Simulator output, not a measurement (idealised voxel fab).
The process module that follows is named voxel capacitor over wiring.
In the cross-section labelled cut, the width is 170 nm and each square cell is 5 nm.
Just so we're on the same page, the cross-sections are grids of square cells, and they're listed out in bands top to bottom, each band one or more rows deep. Top height, bottom height, nm. Materials left to right, width each, nm. Single material + "throughout" = fills band edge to edge. "blank" = empty. Beneath 0, the wafer as received is one material, and that level is where height counting begins. The lowest band goes on downward without a bottom; it is written like "0 -> down". Width spec "30..40" -> top row of cells at first value, bottom row at second value, equal per-row change in between. Basically "remains unaltered" means that step didn't change any cell in the cross-section. Listed in "Enclosed internal voids": every empty space of 8 or more cells without an open way to the top. Form: width x height at distance, the distance being from the left edge, all in nm. Formally, on a step line, whatever follows the settings is a remark that the simulator itself makes on the step. If you see "overlay nm" on a step's line and that step has a mask, it's telling you how far right of where it was planned the mask ended up; a negative number means it went left instead.
THE FOLLOWING LIST GIVES THE PLANNED PROCESS STEPS
1: RECEIVE,material Si
2: CONFORMAL_DEP,material SiO2,thk nm 15
3: DIRECTIONAL_DEP,material TiN,thk nm 5
4: DIRECTIONAL_DEP,material W,thk nm 20
5: PATTERN,tone cover,mask id METAL_1,material resist,width nm 20,pitch nm 75,thk nm 15,overlay nm 0
6: DIRECTIONAL_ETCH,etch materials W,depth nm 20
7: DIRECTIONAL_ETCH,etch materials TiN,depth nm 5
8: STRIP,etch materials resist
9: CONFORMAL_DEP,material SiCN,thk nm 5
10: FILL_DEP,material lowk,thk nm 10
11: CMP,height nm 40
12: CONFORMAL_DEP,material SiCN,thk nm 5
13: DIRECTIONAL_DEP,material lowk,thk nm 20
14: MASKED_ETCH,tone open,mask id PLUG_1,width nm 15,etch materials lowk,depth nm 20,overlay nm 0
15: MASKED_ETCH,tone open,mask id PLUG_1,width nm 15,etch materials SiCN,depth nm 5,overlay nm 0
16: EPI,material Ru,thk nm 10
17: EPI,material Ru,thk nm 10
18: EPI,material Ru,thk nm 5
19: DIRECTIONAL_DEP,material TiN,thk nm 10
20: DIRECTIONAL_DEP,material SiN,thk nm 5
21: DIRECTIONAL_DEP,material TiN,thk nm 5
22: DIRECTIONAL_DEP,material aC,thk nm 15
23: PATTERN,tone cover,mask id UPPER_PLATE,material resist,width nm 60,thk nm 30,overlay nm 0
24: DIRECTIONAL_ETCH,etch materials aC,depth nm 15
25: STRIP,etch materials resist
26: DIRECTIONAL_ETCH,etch materials TiN,depth nm 5
27: DIRECTIONAL_ETCH,etch materials SiN,depth nm 5
28: STRIP,etch materials aC
29: DIRECTIONAL_DEP,material aC,thk nm 15
30: PATTERN,tone cover,mask id LOWER_PLATE,material resist,width nm 70,thk nm 30,overlay nm 0
31: DIRECTIONAL_ETCH,etch materials aC,depth nm 15
32: STRIP,etch materials resist
33: DIRECTIONAL_ETCH,etch materials TiN,depth nm 10
34: STRIP,etch materials aC
35: FILL_DEP,material SiO2,thk nm 20
36: CMP,height nm 100
37: MASKED_ETCH,tone open,mask id PLUG_2,width nm 15,etch materials SiO2,depth nm 15,overlay nm 0
38: CONFORMAL_DEP,material TiN,thk nm 5
39: FILL_DEP,material W,thk nm 5
40: CMP,height nm 100
41: CONFORMAL_DEP,material SiCN,thk nm 5
AS RECEIVED, AFTER STEP 1
    0 -> down: Si throughout
    Enclosed internal voids: none
HERE'S THE CROSS-SECTION OF THE FIRST OF OUR TWO WAFERS AT THE END OF THE MODULE - IT RAN AS PLANNED
    105 -> 100: SiCN throughout
    100 -> 90: SiO2=50  TiN=5  W=5  TiN=5  SiO2=105
    90 -> 80: SiO2=50..40  TiN=15..60  SiO2=105..70
    80 -> 75: SiO2=40  SiN=60  SiO2=70
    75 -> 65: SiO2=35  TiN=70  SiO2=65
    65 -> 45: lowk=40  Ru=15  lowk=115
    45 -> 40: SiCN=40  Ru=15  SiCN=115
    40 -> 20: lowk=30  SiCN=5  W=20  SiCN=5  lowk=45  SiCN=5  W=20  SiCN=5  lowk=35
    20 -> 15: SiCN=35  TiN=20  SiCN=55  TiN=20  SiCN=40
    15 -> 0: SiO2 throughout
    0 -> down: Si throughout
    Enclosed internal voids: none
CROSS-SECTIONAL VIEW OF THE SECOND OF TWO WAFERS UPON COMPLETION OF THE MODULE. THIS WAFER SHARED ITS STARTING CONDITION AND PROCESS PLAN WITH THE FIRST; ONE ERROR WAS MADE DURING ITS EXECUTION
    105 -> 100: SiCN throughout
    100 -> 90: SiO2=50  aC=5  W=5  aC=5  SiO2=105
    90 -> 85: SiO2=50  aC=15  SiO2=105
    85 -> 80: SiO2=40  TiN=60  SiO2=70
    80 -> 75: SiO2=40  SiN=60  SiO2=70
    75 -> 65: SiO2=35  TiN=70  SiO2=65
    65 -> 45: lowk=40  Ru=15  lowk=115
    45 -> 40: SiCN=40  Ru=15  SiCN=115
    40 -> 20: lowk=30  SiCN=5  W=20  SiCN=5  lowk=45  SiCN=5  W=20  SiCN=5  lowk=35
    20 -> 15: SiCN=35  TiN=20  SiCN=55  TiN=20  SiCN=40
    15 -> 0: SiO2 throughout
    0 -> down: Si throughout
    Enclosed internal voids: none
The plan and the run diverged here: off-plan run, step 38, actual operation and settings CONFORMAL_DEP,material aC,thk nm 5
Bottom line after processing is that, in cells, the second wafer is up or down on some materials versus the first: 7 fewer of TiN; 7 more of aC
